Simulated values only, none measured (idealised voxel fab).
process module | voxel self aligned contacts
cross-section cut | 175 nm wide | cells 5 nm
A cross-section is a grid of square cells, given in bands from the top down. A band is one or more rows of cells.
Each band's line starts with the height of the band's top and of its bottom, in nm. Then come its materials from left to right, each with its width in nm. One material with "throughout" fills the band from edge to edge. "air" is empty space.
Height 0 is the level under which the wafer as received is all one material. The lowest band goes on downwards, as in "0 down".
A width such as "30 to 40" changes by the same amount from each row of cells to the next, from the band's top row to its bottom row.
"no change" after a step means that no cell of the cross-section changed.
closed voids: empty space of 8 cells or more with no open way to the top, each as width x height at its distance from the left edge, in nm
after a step's settings: what the simulator itself notes on the step
overlay nm, on a step with a mask: how far to the right of its planned place the mask lay; to the left if negative
plan
1 op RECEIVE | material Si
2 op CONFORMAL_DEP | material SiO2 | thk nm 5
3 op DIRECTIONAL_DEP | material polySi | thk nm 20
4 op DIRECTIONAL_DEP | material SiN | thk nm 15
5 op MASKED_ETCH | tone cover | mask id GATE | width nm 25 | pitch nm 60 | etch materials SiN | depth nm 15 | overlay nm 0
6 op MASKED_ETCH | tone cover | mask id GATE | width nm 25 | pitch nm 60 | etch materials polySi | depth nm 20 | overlay nm 0
7 op CONFORMAL_DEP | material SiN | thk nm 5
8 op DIRECTIONAL_ETCH | etch materials SiN | depth nm 5
9 op FILL_DEP | material SiO2 | thk nm 10
10 op CMP | height nm 45
11 op PATTERN | tone open | mask id CONTACT | material resist | width nm 45 | pitch nm 60 | thk nm 20 | overlay nm 0
12 op DIRECTIONAL_ETCH | etch materials SiO2 | depth nm 45
13 op STRIP | etch materials resist
14 op CONFORMAL_DEP | material TiN | thk nm 5
15 op FILL_DEP | material Ru | thk nm 5
16 op CMP | height nm 45
17 op CONFORMAL_DEP | material SiCN | thk nm 5
as received, after step 1
  0 down: Si throughout
  closed voids: none
a wafer at the end: this start, this plan, one mistake
  50 to 45: SiCN throughout
  45 to 30: SiO2 10 | SiN 5 | polySi 25 | SiN 5 | TiN 5 | Ru 15 | TiN 5 | SiN 5 | polySi 25 | SiN 5 | TiN 5 | Ru 15 | TiN 5 | SiN 5 | polySi 25 | SiN 5 | SiO2 10
  30 to 25: SiO2 10 | SiN 5 | polySi 25 | SiN 5 | TiN 25 | SiN 5 | polySi 25 | SiN 5 | TiN 25 | SiN 5 | polySi 25 | SiN 5 | SiO2 10
  25 to 5: polySi throughout
  5 to 0: SiO2 throughout
  0 down: Si throughout
  closed voids: none
what went wrong: step 3 was run twice
